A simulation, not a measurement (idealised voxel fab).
Process module name: voxel tone inversion
For reference, the cross-section in this document is cut, with width 255 nm and square cells of 5 nm.
This document writes a cross-section as a grid whose cells are square, and gives it as bands, listed from the top down; one or more rows of cells form a band. Top, bottom (nm), then materials left to right with widths (nm); lone material tagged "all across" fills the whole band edge to edge; "blank" = empty space. Counting heights begins at 0, where everything beneath is, in the wafer as received, one material. The lowest band has no bottom; it goes on downwards, as "0 and below" shows. The two numbers in a width such as "30..40" mark its ends across the band: the first belongs to the top row of cells, the second to the bottom row, and from each row to the next the width moves by the same amount. Reading "no modification" for a step: not a cell of the cross-section changed in it. Enclosed voids (no open way to top), threshold 8 cells or more, entry "Closed cavity list", notation width x height at distance, distance from left edge, nm. The remark found on a step's line after its settings is issued by the simulator itself and pertains to that step. When a step includes a mask, the "overlay nm" setting on its line states how far to the right of its planned place that mask lay, and negative values state how far to the left.
-- So here's the lineup of process steps we planned
1) op RECEIVE | material Si
2) op CONFORMAL_DEP | material SiN | thk nm 5
3) op DIRECTIONAL_DEP | material aC | thk nm 20
4) op PATTERN | tone cover | mask id POSTS | material resist | width nm 20 | pitch nm 35 | thk nm 30 | overlay nm 0
5) op DIRECTIONAL_ETCH | etch materials aC | depth nm 20
6) op STRIP | etch materials resist
7) op FILL_DEP | material SiO2 | thk nm 5
8) op CMP | height nm 25
9) op STRIP | etch materials aC
10) op CONFORMAL_DEP | material TiN | thk nm 5
11) op FILL_DEP | material W | thk nm 5
12) op CMP | height nm 25
13) op CONFORMAL_DEP | material SiN | thk nm 5
-- Wafer cross-section on receipt, i.e. after step 1
> 0 and below  Si all across
> Closed cavity list: none
-- Cross-section, end of module. Start: as above. Plan: as above. Execution: one mistake
> 30 down to 25  SiN all across
> 25 down to 10  SiO2 75 nm  TiN 5 nm  W 10 nm  TiN 5 nm  SiO2 15 nm  TiN 5 nm  W 10 nm  TiN 5 nm  SiO2 15 nm  TiN 5 nm  W 10 nm  TiN 5 nm  SiO2 90 nm
> 10 down to 5  SiO2 75 nm  TiN 20 nm  SiO2 15 nm  TiN 20 nm  SiO2 15 nm  TiN 20 nm  SiO2 90 nm
> 5 down to 0  SiN all across
> 0 and below  Si all across
> Closed cavity list: none
It is concluded that the wafer was processed incorrectly with respect to the plan, in that step 4 went in with a setting other than planned; the actual run was op PATTERN | tone cover | mask id POSTS | material resist | width nm 20 | pitch nm 35 | thk nm 30 | overlay nm -5
